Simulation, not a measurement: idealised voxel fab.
The following process module bears the name voxel double patterning.
Xsec cut, 220 nm wide, square cell size 5 nm.
Square cells in a grid make up a cross-section in this document, and the grid is given as bands, listed from the top down, each one or more rows of cells.
Band: top and bottom heights (nm) first, top before bottom; then materials from left to right, widths in nm. "full width" marks a sole material filling the band edge to edge. "blank" denotes empty space.
Height reference: 0 = level under which incoming wafer is all one material. Lowest band: no bottom, runs on downward, e.g. "top 0, no bottom".
Per-row width for "30..40": begins at first number (top row of band), ends at second number (bottom row), increment between rows held constant.
Take "same as before" at face value: in the step it is given for, the cross-section changed in none of its cells.
For the entry "Enclosed empty spaces", the listed items are empty spaces with no open way to the top whose size is 8 cells or more; each item follows the pattern width x height at distance, where distance is from the left edge and all three are in nm.
On a step's line, text after the settings is the simulator commenting on that step.
"overlay nm", when on a step's line for a step with a mask, measures how far to the right of its planned place the mask lay; a negative measure means to the left.

The steps planned for the process are as follows
| 1 | RECEIVE (material Si) |
| 2 | CONFORMAL_DEP (material SiO2; thk nm 10) |
| 3 | DIRECTIONAL_DEP (material TiN; thk nm 20) |
| 4 | DIRECTIONAL_DEP (material SiN; thk nm 10) |
| 5 | PATTERN (tone open; mask id FIRST; material resist; width nm 15; pitch nm 50; thk nm 15; overlay nm 0) |
| 6 | DIRECTIONAL_ETCH (etch materials SiN; depth nm 10) |
| 7 | STRIP (etch materials resist) |
| 8 | DIRECTIONAL_DEP (material aC; thk nm 15) |
| 9 | PATTERN (tone open; mask id SECOND; material resist; width nm 15; thk nm 35; overlay nm 0) |
| 10 | DIRECTIONAL_ETCH (etch materials aC; depth nm 15) |
| 11 | STRIP (etch materials resist) |
| 12 | DIRECTIONAL_ETCH (etch materials SiN; depth nm 10) |
| 13 | STRIP (etch materials aC) |
| 14 | DIRECTIONAL_ETCH (etch materials TiN; depth nm 20) |
| 15 | STRIP (etch materials SiN) |

First wafer of two (run as planned)

Cross-section of the wafer at receipt, which is the condition after step 1
- top 0, no bottom  Si full width
- Enclosed empty spaces: none

Take a look at the wafer's cross-section after step 2
- top 10, bottom 0  SiO2 full width
- Below 0, no change.

Take a look at the wafer's cross-section after step 3
- top 30, bottom 10  TiN full width
- Below 10, no change.

Take a look at the wafer's cross-section after step 4
- top 40, bottom 30  SiN full width
- Below 30, no change.

Take a look at the wafer's cross-section after step 5
- top 55, bottom 40  75 resist; 15 blank; 35 resist; 15 blank; 80 resist
- Below 40, no change.

Take a look at the wafer's cross-section after step 6
- top 55, bottom 40  75 resist; 15 blank; 35 resist; 15 blank; 80 resist
- top 40, bottom 30  75 SiN; 15 blank; 35 SiN; 15 blank; 80 SiN
- Below 30, no change.

Take a look at the wafer's cross-section after step 7
- top 40, bottom 30  75 SiN; 15 blank; 35 SiN; 15 blank; 80 SiN
- Below 30, no change.

Take a look at the wafer's cross-section after step 8
- top 55, bottom 45  75 aC; 15 blank; 35 aC; 15 blank; 80 aC
- top 45, bottom 40  aC full width
- top 40, bottom 30  75 SiN; 15 aC; 35 SiN; 15 aC; 80 SiN
- Below 30, no change.

Take a look at the wafer's cross-section after step 9
- top 90, bottom 55  100 resist; 15 blank; 105 resist
- top 55, bottom 45  75 aC; 15 resist; 35 aC; 15 resist; 80 aC
- Below 45, no change.

Take a look at the wafer's cross-section after step 10
- top 75, bottom 55  100 resist; 15 blank; 105 resist
- top 55, bottom 45  75 aC; 15 resist; 10 aC; 15 blank; 10 aC; 15 resist; 80 aC
- top 45, bottom 40  100 aC; 15 blank; 105 aC
- Below 40, no change.

Take a look at the wafer's cross-section after step 11
- top 55, bottom 45  75 aC; 15 blank; 10 aC; 15 blank; 10 aC; 15 blank; 80 aC
- Below 45, no change.

Take a look at the wafer's cross-section after step 12
- top 55, bottom 45  75 aC; 15 blank; 10 aC; 15 blank; 10 aC; 15 blank; 80 aC
- top 45, bottom 40  100 aC; 15 blank; 105 aC
- top 40, bottom 30  75 SiN; 15 aC; 10 SiN; 15 blank; 10 SiN; 15 aC; 80 SiN
- Below 30, no change.

Take a look at the wafer's cross-section after step 13
- top 40, bottom 30  75 SiN; 15 blank; 10 SiN; 15 blank; 10 SiN; 15 blank; 80 SiN
- Below 30, no change.

Take a look at the wafer's cross-section after step 14
- top 40, bottom 30  75 SiN; 15 blank; 10 SiN; 15 blank; 10 SiN; 15 blank; 80 SiN
- top 30, bottom 10  75 TiN; 15 blank; 10 TiN; 15 blank; 10 TiN; 15 blank; 80 TiN
- Below 10, no change.

Take a look at the wafer's cross-section after step 15
- top 30, bottom 10  75 TiN; 15 blank; 10 TiN; 15 blank; 10 TiN; 15 blank; 80 TiN
- Below 10, no change.

Regarding the second of the two wafers: it shared the first wafer's starting condition and process plan, yet one error occurred during its execution. Its history coincides with that of the first wafer up to and including step 2

Second wafer, sectioned view, at step 3's planned end time
- top 50, bottom 10  TiN full width
- Below 10, no change.

Second wafer, sectioned view, at step 4's planned end time
- top 60, bottom 50  SiN full width
- Below 50, no change.

Second wafer, sectioned view, at step 5's planned end time
- top 75, bottom 60  75 resist; 15 blank; 35 resist; 15 blank; 80 resist
- Below 60, no change.

Second wafer, sectioned view, at step 6's planned end time
- top 75, bottom 60  75 resist; 15 blank; 35 resist; 15 blank; 80 resist
- top 60, bottom 50  75 SiN; 15 blank; 35 SiN; 15 blank; 80 SiN
- Below 50, no change.

Second wafer, sectioned view, at step 7's planned end time
- top 60, bottom 50  75 SiN; 15 blank; 35 SiN; 15 blank; 80 SiN
- Below 50, no change.

Second wafer, sectioned view, at step 8's planned end time
- top 75, bottom 65  75 aC; 15 blank; 35 aC; 15 blank; 80 aC
- top 65, bottom 60  aC full width
- top 60, bottom 50  75 SiN; 15 aC; 35 SiN; 15 aC; 80 SiN
- Below 50, no change.

Second wafer, sectioned view, at step 9's planned end time
- top 110, bottom 75  100 resist; 15 blank; 105 resist
- top 75, bottom 65  75 aC; 15 resist; 35 aC; 15 resist; 80 aC
- Below 65, no change.

Second wafer, sectioned view, at step 10's planned end time
- top 95, bottom 75  100 resist; 15 blank; 105 resist
- top 75, bottom 65  75 aC; 15 resist; 10 aC; 15 blank; 10 aC; 15 resist; 80 aC
- top 65, bottom 60  100 aC; 15 blank; 105 aC
- Below 60, no change.

Second wafer, sectioned view, at step 11's planned end time
- top 75, bottom 65  75 aC; 15 blank; 10 aC; 15 blank; 10 aC; 15 blank; 80 aC
- Below 65, no change.

Second wafer, sectioned view, at step 12's planned end time
- top 75, bottom 65  75 aC; 15 blank; 10 aC; 15 blank; 10 aC; 15 blank; 80 aC
- top 65, bottom 60  100 aC; 15 blank; 105 aC
- top 60, bottom 50  75 SiN; 15 aC; 10 SiN; 15 blank; 10 SiN; 15 aC; 80 SiN
- Below 50, no change.

Second wafer, sectioned view, at step 13's planned end time
- top 60, bottom 50  75 SiN; 15 blank; 10 SiN; 15 blank; 10 SiN; 15 blank; 80 SiN
- Below 50, no change.

Second wafer, sectioned view, at step 14's planned end time
- top 60, bottom 50  75 SiN; 15 blank; 10 SiN; 15 blank; 10 SiN; 15 blank; 80 SiN
- top 50, bottom 30  75 TiN; 15 blank; 10 TiN; 15 blank; 10 TiN; 15 blank; 80 TiN
- Below 30, no change.

Second wafer, sectioned view, at step 15's planned end time
- top 50, bottom 30  75 TiN; 15 blank; 10 TiN; 15 blank; 10 TiN; 15 blank; 80 TiN
- Below 30, no change.
What went wrong in running the wafer? step 3 in the plan was executed twice
at the end the second wafer has, in cells: +176 TiN
